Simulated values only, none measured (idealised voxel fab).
The name of this process module is voxel wiring stack.
In the cross-section labelled cut, the width is 170 nm and each square cell is 5 nm.
If you're reading a cross-section in this doc, picture square cells in a grid; it comes to you as bands, top ones listed first down to the bottom, and a band can be one or more rows of cells.
Read a band's entry like this: the first values are the height of its top and the height of its bottom in nm, and what follows is the sequence of materials from left to right, each with its width in nm. Note that "air" is empty space, and that a single material marked "all across" reaches across the band from edge to edge.
Where do heights start? At 0: under that level the wafer as delivered is made of one material only. And the lowest band has no floor; it just carries on downward, as in "from 0 down".
So if you see something like "30..40" for the width, read it as the top row of the band sitting at the first number and the bottom row at the second, with every row in between moving by the same amount as the last.
When a step is marked "no alterations made", none of the cells in the cross-section changed during that step.
"Enclosed voids" contains a list of empty spaces, each no smaller than 8 cells and without an open way to the top, written in the form width x height at distance with the distance from the left edge and all three in nm.
Heads up: the bit after the settings on a step's line is the simulator's remark on that step.
Regarding "overlay nm": on a step with a mask, it is the distance the mask lay to the right of its planned place; a negative value places it to the left.
STEPS PLANNED FOR THE PROCESS
step 1: RECEIVE (material Si)
step 2: CONFORMAL_DEP (material SiO2; thk nm 15)
step 3: DIRECTIONAL_DEP (material TiN; thk nm 5)
step 4: DIRECTIONAL_DEP (material W; thk nm 25)
step 5: MASKED_ETCH (tone cover; mask id METAL_1; width nm 30; pitch nm 45; etch materials W; depth nm 25; overlay nm 0)
step 6: MASKED_ETCH (tone cover; mask id METAL_1; width nm 30; pitch nm 45; etch materials TiN; depth nm 5; overlay nm 0)
step 7: CONFORMAL_DEP (material SiCN; thk nm 5)
step 8: FILL_DEP (material SiO2; thk nm 5)
step 9: CMP (height nm 45)
step 10: CONFORMAL_DEP (material SiCN; thk nm 5)
step 11: DIRECTIONAL_DEP (material SiO2; thk nm 30)
step 12: DIRECTIONAL_DEP (material aC; thk nm 15)
step 13: PATTERN (tone open; mask id METAL_2_HOLES; material resist; width nm 15; pitch nm 90; thk nm 35; overlay nm 0)
step 14: DIRECTIONAL_ETCH (etch materials aC; depth nm 15)
step 15: STRIP (etch materials resist)
step 16: DIRECTIONAL_ETCH (etch materials SiO2; depth nm 30)
step 17: STRIP (etch materials aC)
step 18: PATTERN (tone open; mask id METAL_2; material resist; width nm 30; pitch nm 45; thk nm 15; overlay nm 0)
step 19: DIRECTIONAL_ETCH (etch materials SiO2; depth nm 15)
step 20: DIRECTIONAL_ETCH (etch materials SiCN; depth nm 5)
step 21: STRIP (etch materials resist)
step 22: CONFORMAL_DEP (material TiN; thk nm 5)
step 23: FILL_DEP (material Ru; thk nm 10)
step 24: CMP (height nm 80)
step 25: CONFORMAL_DEP (material SiCN; thk nm 5)
THE CROSS-SECTION HERE SHOWS THE WAFER AS RECEIVED, I.E. IN ITS STATE AFTER STEP 1
from 0 down  Si all across
Enclosed voids: none
END STATE OF THE MODULE IN CROSS-SECTION, GIVEN THE ABOVE STARTING POINT AND PLAN AND ONE MISTAKE IN EXECUTION
from 85 to 80  SiCN all across
from 80 to 70  Ru all across
from 70 to 65  TiN=30, Ru=20, TiN=25, Ru=20, TiN=25, Ru=20, TiN=30
from 65 to 50  SiO2=25, TiN=5, Ru=20, TiN=5, SiO2=15, TiN=5, Ru=20, TiN=5, SiO2=15, TiN=5, Ru=20, TiN=5, SiO2=25
from 50 to 45  SiCN=25, TiN=30, SiCN=15, TiN=30, SiCN=15, TiN=30, SiCN=25
from 45 to 20  SiO2=20, SiCN=5, W=30, SiCN=5, SiO2=5, SiCN=5, W=30, SiCN=5, SiO2=5, SiCN=5, W=30, SiCN=5, SiO2=20
from 20 to 15  SiCN=25, TiN=30, SiCN=15, TiN=30, SiCN=15, TiN=30, SiCN=25
from 15 to 0  SiO2 all across
from 0 down  Si all across
Enclosed voids: none
Processing error: step 12, actual vs plan mismatch, actual run DIRECTIONAL_DEP (material SiO2; thk nm 15)
